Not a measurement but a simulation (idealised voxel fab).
voxel self aligned vias: a process module
cross-section cut | 160 nm wide | cells 5 nm
Think of the cross-section as a grid of square cells. We describe it in bands, top to bottom, and each band covers one or more rows of those cells. Band entry format. Leading values: height of top, height of bottom, nm. Remainder: materials in left-to-right order, each with its width in nm. Special words: "all across" on a single material, which then fills the band edge to edge; "blank", empty space. Height is counted from the level 0, under which the received wafer is composed throughout of one material. The lowest of the bands is not closed at the bottom but continues downward, in the notation "0 -> down". Quick explanation for "30->40": the width changes in equal steps down the rows of cells, from the first number in the band's top row to the second number in its bottom row. Where the words "identical to before" appear for a step, the cross-section shows no cell changed by that step; every cell remained as before. "Closed internal cavities" - sealed voids, min. 8 cells, no opening to top; format: width x height at distance (distance from left edge; nm throughout). What comes after the settings on a step's line is commentary from the simulator itself on that step. overlay nm: mask offset rightward from planned place, masked step; negative means leftward offset.

**Set out below are the planned steps of the process**
1,RECEIVE [material Si]
2,CONFORMAL_DEP [material SiO2] [thk nm 15]
3,CONFORMAL_DEP [material SiCN] [thk nm 5]
4,DIRECTIONAL_DEP [material lowk] [thk nm 20]
5,MASKED_ETCH [tone open] [mask id LINES] [width nm 20] [pitch nm 45] [etch materials lowk] [depth nm 20] [overlay nm 0]
6,CONFORMAL_DEP [material TiN] [thk nm 5]
7,FILL_DEP [material W] [thk nm 5]
8,CMP [height nm 40]
9,SELECTIVE_ETCH [etch materials W Ru TiN] [depth nm 10]
10,FILL_DEP [material SiN] [thk nm 5]
11,CMP [height nm 40]
12,DIRECTIONAL_DEP [material lowk] [thk nm 15]
13,PATTERN [tone open] [mask id VIAS] [material resist] [width nm 30] [pitch nm 45] [thk nm 20] [overlay nm 0]
14,DIRECTIONAL_ETCH [etch materials lowk] [depth nm 15]
15,DIRECTIONAL_ETCH [etch materials SiN] [depth nm 10]
16,STRIP [etch materials resist]
17,CONFORMAL_DEP [material TiN] [thk nm 5]
18,FILL_DEP [material Ru] [thk nm 5]
19,CMP [height nm 55]
20,CONFORMAL_DEP [material SiN] [thk nm 5]

**First wafer of two (run as planned)**

**As received (post step 1): cross-section**
0 -> down  Si all across
Closed internal cavities: none

**Cross-section: wafer state after step 2**
15 -> 0  SiO2 all across
below 0: unchanged

**Cross-section: wafer state after step 3**
20 -> 15  SiCN all across
below 15: unchanged

**Cross-section: wafer state after step 4**
40 -> 20  lowk all across
below 20: unchanged

**Cross-section: wafer state after step 5**
40 -> 20  lowk 45 nm | blank 20 nm | lowk 25 nm | blank 20 nm | lowk 50 nm
below 20: unchanged

**Cross-section: wafer state after step 6**
45 -> 40  TiN 50 nm | blank 10 nm | TiN 35 nm | blank 10 nm | TiN 55 nm
40 -> 25  lowk 45 nm | TiN 5 nm | blank 10 nm | TiN 5 nm | lowk 25 nm | TiN 5 nm | blank 10 nm | TiN 5 nm | lowk 50 nm
25 -> 20  lowk 45 nm | TiN 20 nm | lowk 25 nm | TiN 20 nm | lowk 50 nm
below 20: unchanged

**Cross-section: wafer state after step 7**
50 -> 45  W all across
45 -> 40  TiN 50 nm | W 10 nm | TiN 35 nm | W 10 nm | TiN 55 nm
40 -> 25  lowk 45 nm | TiN 5 nm | W 10 nm | TiN 5 nm | lowk 25 nm | TiN 5 nm | W 10 nm | TiN 5 nm | lowk 50 nm
below 25: unchanged

**Cross-section: wafer state after step 8**
40 -> 25  lowk 45 nm | TiN 5 nm | W 10 nm | TiN 5 nm | lowk 25 nm | TiN 5 nm | W 10 nm | TiN 5 nm | lowk 50 nm
below 25: unchanged

**Cross-section: wafer state after step 9**
40 -> 30  lowk 45 nm | blank 20 nm | lowk 25 nm | blank 20 nm | lowk 50 nm
below 30: unchanged

**Cross-section: wafer state after step 10**
45 -> 40  SiN all across
40 -> 30  lowk 45 nm | SiN 20 nm | lowk 25 nm | SiN 20 nm | lowk 50 nm
below 30: unchanged

**Cross-section: wafer state after step 11**
40 -> 30  lowk 45 nm | SiN 20 nm | lowk 25 nm | SiN 20 nm | lowk 50 nm
below 30: unchanged

**Cross-section: wafer state after step 12**
55 -> 40  lowk all across
below 40: unchanged

**Cross-section: wafer state after step 13**
75 -> 55  resist 40 nm | blank 30 nm | resist 15 nm | blank 30 nm | resist 45 nm
below 55: unchanged

**Cross-section: wafer state after step 14**
75 -> 55  resist 40 nm | blank 30 nm | resist 15 nm | blank 30 nm | resist 45 nm
55 -> 40  lowk 40 nm | blank 30 nm | lowk 15 nm | blank 30 nm | lowk 45 nm
below 40: unchanged

**Cross-section: wafer state after step 15**
75 -> 55  resist 40 nm | blank 30 nm | resist 15 nm | blank 30 nm | resist 45 nm
55 -> 40  lowk 40 nm | blank 30 nm | lowk 15 nm | blank 30 nm | lowk 45 nm
40 -> 30  lowk 45 nm | blank 20 nm | lowk 25 nm | blank 20 nm | lowk 50 nm
below 30: unchanged

**Cross-section: wafer state after step 16**
55 -> 40  lowk 40 nm | blank 30 nm | lowk 15 nm | blank 30 nm | lowk 45 nm
below 40: unchanged

**Cross-section: wafer state after step 17**
60 -> 55  TiN 45 nm | blank 20 nm | TiN 25 nm | blank 20 nm | TiN 50 nm
55 -> 45  lowk 40 nm | TiN 5 nm | blank 20 nm | TiN 5 nm | lowk 15 nm | TiN 5 nm | blank 20 nm | TiN 5 nm | lowk 45 nm
45 -> 35  lowk 40->45 nm | TiN 10->5 nm | blank 10 nm | TiN 10->5 nm | lowk 15->25 nm | TiN 10->5 nm | blank 10 nm | TiN 10->5 nm | lowk 45->50 nm
35 -> 30  lowk 45 nm | TiN 20 nm | lowk 25 nm | TiN 20 nm | lowk 50 nm
below 30: unchanged

**Cross-section: wafer state after step 18**
65 -> 60  Ru all across
60 -> 55  TiN 45 nm | Ru 20 nm | TiN 25 nm | Ru 20 nm | TiN 50 nm
55 -> 45  lowk 40 nm | TiN 5 nm | Ru 20 nm | TiN 5 nm | lowk 15 nm | TiN 5 nm | Ru 20 nm | TiN 5 nm | lowk 45 nm
45 -> 35  lowk 40->45 nm | TiN 10->5 nm | Ru 10 nm | TiN 10->5 nm | lowk 15->25 nm | TiN 10->5 nm | Ru 10 nm | TiN 10->5 nm | lowk 45->50 nm
below 35: unchanged

**Cross-section: wafer state after step 19**
55 -> 45  lowk 40 nm | TiN 5 nm | Ru 20 nm | TiN 5 nm | lowk 15 nm | TiN 5 nm | Ru 20 nm | TiN 5 nm | lowk 45 nm
below 45: unchanged

**Cross-section: wafer state after step 20**
60 -> 55  SiN all across
below 55: unchanged

**Notes, second wafer: start = first wafer's, plan = first wafer's, execution had one mistake; history identical to first through step 4**

**Cross-section: second wafer, time at which step 5 was scheduled to end**
40 -> 20  lowk 40 nm | blank 30 nm | lowk 15 nm | blank 30 nm | lowk 45 nm
below 20: unchanged

**Cross-section: second wafer, time at which step 6 was scheduled to end**
45 -> 40  TiN 45 nm | blank 20 nm | TiN 25 nm | blank 20 nm | TiN 50 nm
40 -> 25  lowk 40 nm | TiN 5 nm | blank 20 nm | TiN 5 nm | lowk 15 nm | TiN 5 nm | blank 20 nm | TiN 5 nm | lowk 45 nm
25 -> 20  lowk 40 nm | TiN 30 nm | lowk 15 nm | TiN 30 nm | lowk 45 nm
below 20: unchanged

**Cross-section: second wafer, time at which step 7 was scheduled to end**
50 -> 45  W all across
45 -> 40  TiN 45 nm | W 20 nm | TiN 25 nm | W 20 nm | TiN 50 nm
40 -> 25  lowk 40 nm | TiN 5 nm | W 20 nm | TiN 5 nm | lowk 15 nm | TiN 5 nm | W 20 nm | TiN 5 nm | lowk 45 nm
below 25: unchanged

**Cross-section: second wafer, time at which step 8 was scheduled to end**
40 -> 25  lowk 40 nm | TiN 5 nm | W 20 nm | TiN 5 nm | lowk 15 nm | TiN 5 nm | W 20 nm | TiN 5 nm | lowk 45 nm
below 25: unchanged

**Cross-section: second wafer, time at which step 9 was scheduled to end**
40 -> 30  lowk 40 nm | blank 30 nm | lowk 15 nm | blank 30 nm | lowk 45 nm
below 30: unchanged

**Cross-section: second wafer, time at which step 10 was scheduled to end**
45 -> 40  SiN all across
40 -> 30  lowk 40 nm | SiN 30 nm | lowk 15 nm | SiN 30 nm | lowk 45 nm
below 30: unchanged

**Cross-section: second wafer, time at which step 11 was scheduled to end**
40 -> 30  lowk 40 nm | SiN 30 nm | lowk 15 nm | SiN 30 nm | lowk 45 nm
below 30: unchanged

**Cross-section: second wafer, time at which step 12 was scheduled to end**
55 -> 40  lowk all across
below 40: unchanged

**Cross-section: second wafer, time at which step 13 was scheduled to end**
75 -> 55  resist 40 nm | blank 30 nm | resist 15 nm | blank 30 nm | resist 45 nm
below 55: unchanged

**Cross-section: second wafer, time at which step 14 was scheduled to end**
75 -> 55  resist 40 nm | blank 30 nm | resist 15 nm | blank 30 nm | resist 45 nm
55 -> 40  lowk 40 nm | blank 30 nm | lowk 15 nm | blank 30 nm | lowk 45 nm
below 40: unchanged

**Cross-section: second wafer, time at which step 15 was scheduled to end**
75 -> 55  resist 40 nm | blank 30 nm | resist 15 nm | blank 30 nm | resist 45 nm
55 -> 30  lowk 40 nm | blank 30 nm | lowk 15 nm | blank 30 nm | lowk 45 nm
below 30: unchanged

**Cross-section: second wafer, time at which step 16 was scheduled to end**
55 -> 30  lowk 40 nm | blank 30 nm | lowk 15 nm | blank 30 nm | lowk 45 nm
below 30: unchanged

**Cross-section: second wafer, time at which step 17 was scheduled to end**
60 -> 55  TiN 45 nm | blank 20 nm | TiN 25 nm | blank 20 nm | TiN 50 nm
55 -> 35  lowk 40 nm | TiN 5 nm | blank 20 nm | TiN 5 nm | lowk 15 nm | TiN 5 nm | blank 20 nm | TiN 5 nm | lowk 45 nm
35 -> 30  lowk 40 nm | TiN 30 nm | lowk 15 nm | TiN 30 nm | lowk 45 nm
below 30: unchanged

**Cross-section: second wafer, time at which step 18 was scheduled to end**
65 -> 60  Ru all across
60 -> 55  TiN 45 nm | Ru 20 nm | TiN 25 nm | Ru 20 nm | TiN 50 nm
55 -> 35  lowk 40 nm | TiN 5 nm | Ru 20 nm | TiN 5 nm | lowk 15 nm | TiN 5 nm | Ru 20 nm | TiN 5 nm | lowk 45 nm
below 35: unchanged

**Cross-section: second wafer, time at which step 19 was scheduled to end**
55 -> 35  lowk 40 nm | TiN 5 nm | Ru 20 nm | TiN 5 nm | lowk 15 nm | TiN 5 nm | Ru 20 nm | TiN 5 nm | lowk 45 nm
below 35: unchanged

**Cross-section: second wafer, time at which step 20 was scheduled to end**
60 -> 55  SiN all across
below 55: unchanged
Processing error: step 5 did not use the planned setting and instead ran as MASKED_ETCH [tone open] [mask id LINES] [width nm 30] [pitch nm 45] [etch materials lowk] [depth nm 20] [overlay nm 0]
Looking at both finished wafers in cells, the second ends up ahead of or behind the first on some materials: Ru: 8 more, TiN: 4 more, W: 4 more, lowk: 16 fewer
